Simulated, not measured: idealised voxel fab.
process module | voxel tone inversion
cross-section cut | 205 nm wide | cells 5 nm
A cross-section is a grid of square cells, given in bands from the top down. A band is one or more rows of cells.
Each band's line starts with the height of the band's top and of its bottom, in nm. Then come its materials from left to right, each with its width in nm. One material with "throughout" fills the band from edge to edge. "air" is empty space.
Height 0 is the level under which the wafer as received is all one material. The lowest band goes on downwards, as in "0 down".
A width such as "30 to 40" changes by the same amount from each row of cells to the next, from the band's top row to its bottom row.
"no change" after a step means that no cell of the cross-section changed.
closed voids: empty space of 8 cells or more with no open way to the top, each as width x height at its distance from the left edge, in nm
after a step's settings: what the simulator itself notes on the step
overlay nm, on a step with a mask: how far to the right of its planned place the mask lay; to the left if negative
plan
1 op RECEIVE | material Si
2 op CONFORMAL_DEP | material SiCN | thk nm 5
3 op DIRECTIONAL_DEP | material polySi | thk nm 20
4 op PATTERN | tone cover | mask id POSTS | material resist | width nm 25 | pitch nm 50 | thk nm 30 | overlay nm 0
5 op DIRECTIONAL_ETCH | etch materials polySi | depth nm 20
6 op STRIP | etch materials resist
7 op FILL_DEP | material SiO2 | thk nm 10
8 op CMP | height nm 25
9 op STRIP | etch materials polySi
10 op CONFORMAL_DEP | material TiN | thk nm 5
11 op FILL_DEP | material Ru | thk nm 10
12 op CMP | height nm 25
13 op CONFORMAL_DEP | material SiCN | thk nm 5
first wafer, as planned
as received, after step 1
  0 down: Si throughout
  closed voids: none
after step 2
  5 to 0: SiCN throughout
  below 0: unchanged
after step 3
  25 to 5: polySi throughout
  below 5: unchanged
after step 4
  55 to 25: air 15 | resist 25 | air 25 | resist 25 | air 25 | resist 25 | air 25 | resist 25 | air 15
  below 25: unchanged
after step 5
  55 to 25: air 15 | resist 25 | air 25 | resist 25 | air 25 | resist 25 | air 25 | resist 25 | air 15
  25 to 5: air 15 | polySi 25 | air 25 | polySi 25 | air 25 | polySi 25 | air 25 | polySi 25 | air 15
  below 5: unchanged
after step 6
  25 to 5: air 15 | polySi 25 | air 25 | polySi 25 | air 25 | polySi 25 | air 25 | polySi 25 | air 15
  below 5: unchanged
after step 7
  35 to 25: SiO2 throughout
  25 to 5: SiO2 15 | polySi 25 | SiO2 25 | polySi 25 | SiO2 25 | polySi 25 | SiO2 25 | polySi 25 | SiO2 15
  below 5: unchanged
after step 8
  25 to 5: SiO2 15 | polySi 25 | SiO2 25 | polySi 25 | SiO2 25 | polySi 25 | SiO2 25 | polySi 25 | SiO2 15
  below 5: unchanged
after step 9
  25 to 5: SiO2 15 | air 25 | SiO2 25 | air 25 | SiO2 25 | air 25 | SiO2 25 | air 25 | SiO2 15
  below 5: unchanged
after step 10
  30 to 25: TiN 20 | air 15 | TiN 35 | air 15 | TiN 35 | air 15 | TiN 35 | air 15 | TiN 20
  25 to 10: SiO2 15 | TiN 5 | air 15 | TiN 5 | SiO2 25 | TiN 5 | air 15 | TiN 5 | SiO2 25 | TiN 5 | air 15 | TiN 5 | SiO2 25 | TiN 5 | air 15 | TiN 5 | SiO2 15
  10 to 5: SiO2 15 | TiN 25 | SiO2 25 | TiN 25 | SiO2 25 | TiN 25 | SiO2 25 | TiN 25 | SiO2 15
  below 5: unchanged
after step 11
  40 to 30: Ru throughout
  30 to 25: TiN 20 | Ru 15 | TiN 35 | Ru 15 | TiN 35 | Ru 15 | TiN 35 | Ru 15 | TiN 20
  25 to 10: SiO2 15 | TiN 5 | Ru 15 | TiN 5 | SiO2 25 | TiN 5 | Ru 15 | TiN 5 | SiO2 25 | TiN 5 | Ru 15 | TiN 5 | SiO2 25 | TiN 5 | Ru 15 | TiN 5 | SiO2 15
  below 10: unchanged
after step 12
  25 to 10: SiO2 15 | TiN 5 | Ru 15 | TiN 5 | SiO2 25 | TiN 5 | Ru 15 | TiN 5 | SiO2 25 | TiN 5 | Ru 15 | TiN 5 | SiO2 25 | TiN 5 | Ru 15 | TiN 5 | SiO2 15
  below 10: unchanged
after step 13
  30 to 25: SiCN throughout
  below 25: unchanged
second wafer: like start, like plan, one mistake. Through step 11 it matches the first wafer
when step 12 should have ended: no change
when step 13 should have ended
  45 to 40: SiCN throughout
  below 40: unchanged
what went wrong: step 12 was left out
at the end the second wafer has, in cells: 94 more of Ru | 29 more of TiN
